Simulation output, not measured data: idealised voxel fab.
Proc. module: voxel self aligned vias
Displayed cross-section: cut, width of 220 nm, square cells sized 5 nm.
Just so we're on the same page, the cross-sections are grids of square cells, and they're listed out in bands top to bottom, each band one or more rows deep.
Quick guide to a band line: top height, bottom height (nm) up front; then every material left to right with its width in nm. Only one material and it's marked "full width"? Then it fills the band edge to edge. And "blank" just means empty space.
For the purposes of this specification, 0 denotes the height below which the wafer in its as-received condition is composed wholly of one material, and the lowermost band, lacking a lower limit, extends downward without end, as expressed in "from 0 down".
Width: "30->40" (first number = top row, second number = bottom row, same change from row to row of cells).
"all unchanged", as given for a step, is the statement that not any cell of the cross-section underwent a change during that step.
Enclosed voids (no open way to top), threshold 8 cells or more, entry "Enclosed void listing", notation width x height at distance, distance from left edge, nm.
Where a step's line continues beyond its settings, the continuation is a remark by the simulator itself on that step.
What "overlay nm" on a step's line means: if the step has a mask, that mask lay this far to the right of its planned place, or, when the value is negative, to the left.

[The following list gives the planned process steps]
| 1 | RECEIVE [material Si] |
| 2 | CONFORMAL_DEP [material SiO2] [thk nm 10] |
| 3 | CONFORMAL_DEP [material SiCN] [thk nm 5] |
| 4 | DIRECTIONAL_DEP [material SiO2] [thk nm 20] |
| 5 | MASKED_ETCH [tone open] [mask id LINES] [width nm 20] [pitch nm 60] [etch materials SiO2] [depth nm 20] [overlay nm 0] |
| 6 | CONFORMAL_DEP [material TiN] [thk nm 5] |
| 7 | FILL_DEP [material W] [thk nm 5] |
| 8 | CMP [height nm 35] |
| 9 | SELECTIVE_ETCH [etch materials W Ru TiN] [depth nm 10] |
| 10 | FILL_DEP [material SiN] [thk nm 5] |
| 11 | CMP [height nm 35] |
| 12 | DIRECTIONAL_DEP [material SiO2] [thk nm 15] |
| 13 | DIRECTIONAL_DEP [material aC] [thk nm 15] |
| 14 | PATTERN [tone open] [mask id VIAS] [material resist] [width nm 40] [pitch nm 120] [thk nm 30] [overlay nm 0] |
| 15 | DIRECTIONAL_ETCH [etch materials aC] [depth nm 15] |
| 16 | STRIP [etch materials resist] |
| 17 | DIRECTIONAL_ETCH [etch materials SiO2] [depth nm 15] |
| 18 | DIRECTIONAL_ETCH [etch materials SiN] [depth nm 10] |
| 19 | STRIP [etch materials aC] |
| 20 | CONFORMAL_DEP [material TiN] [thk nm 5] |
| 21 | FILL_DEP [material W] [thk nm 5] |
| 22 | CMP [height nm 50] |
| 23 | CONFORMAL_DEP [material SiCN] [thk nm 5] |

[Received-state cross-section, reflecting completion of step 1]
> from 0 down: Si full width
> Enclosed void listing: none

[Sectioned view, first of two wafers, at the close of the module, processed as intended in the plan]
> from 55 to 50: SiCN full width
> from 50 to 40: SiO2 30  TiN 5  W 30  TiN 5  SiO2 80  TiN 5  W 30  TiN 5  SiO2 30
> from 40 to 35: SiO2 30  TiN 15  W 10  TiN 15  SiO2 80  TiN 15  W 10  TiN 15  SiO2 30
> from 35 to 30: SiO2 40  TiN 5  W 10  TiN 5  SiO2 40  SiN 20  SiO2 40  TiN 5  W 10  TiN 5  SiO2 40
> from 30 to 25: SiO2 40  TiN 20  SiO2 40  SiN 20  SiO2 40  TiN 20  SiO2 40
> from 25 to 20: SiO2 40  TiN 5  W 10  TiN 5  SiO2 40  TiN 5  W 10  TiN 5  SiO2 40  TiN 5  W 10  TiN 5  SiO2 40
> from 20 to 15: SiO2 40  TiN 20  SiO2 40  TiN 20  SiO2 40  TiN 20  SiO2 40
> from 15 to 10: SiCN full width
> from 10 to 0: SiO2 full width
> from 0 down: Si full width
> Enclosed void listing: none

[Wafer two, end of module, cross-section. Same start, same plan as wafer one. One mistake in the run]
> from 55 to 50: SiCN full width
> from 50 to 40: SiO2 25  TiN 5  W 40  TiN 5  SiO2 70  TiN 5  W 40  TiN 5  SiO2 25
> from 40 to 35: SiO2 25  TiN 20  W 10  TiN 20  SiO2 70  TiN 20  W 10  TiN 20  SiO2 25
> from 35 to 30: SiO2 40  TiN 5  W 10  TiN 5  SiO2 40  SiN 20  SiO2 40  TiN 5  W 10  TiN 5  SiO2 40
> from 30 to 25: SiO2 40  TiN 20  SiO2 40  SiN 20  SiO2 40  TiN 20  SiO2 40
> from 25 to 20: SiO2 40  TiN 5  W 10  TiN 5  SiO2 40  TiN 5  W 10  TiN 5  SiO2 40  TiN 5  W 10  TiN 5  SiO2 40
> from 20 to 15: SiO2 40  TiN 20  SiO2 40  TiN 20  SiO2 40  TiN 20  SiO2 40
> from 15 to 10: SiCN full width
> from 10 to 0: SiO2 full width
> from 0 down: Si full width
> Enclosed void listing: none
Against the plan, the run slipped here: off-plan run, step 14, actual operation and settings PATTERN [tone open] [mask id VIAS] [material resist] [width nm 50] [pitch nm 120] [thk nm 30] [overlay nm 0]
Materials where the second wafer ends with more or fewer cells than the first: SiO2 -12, TiN +4, W +8
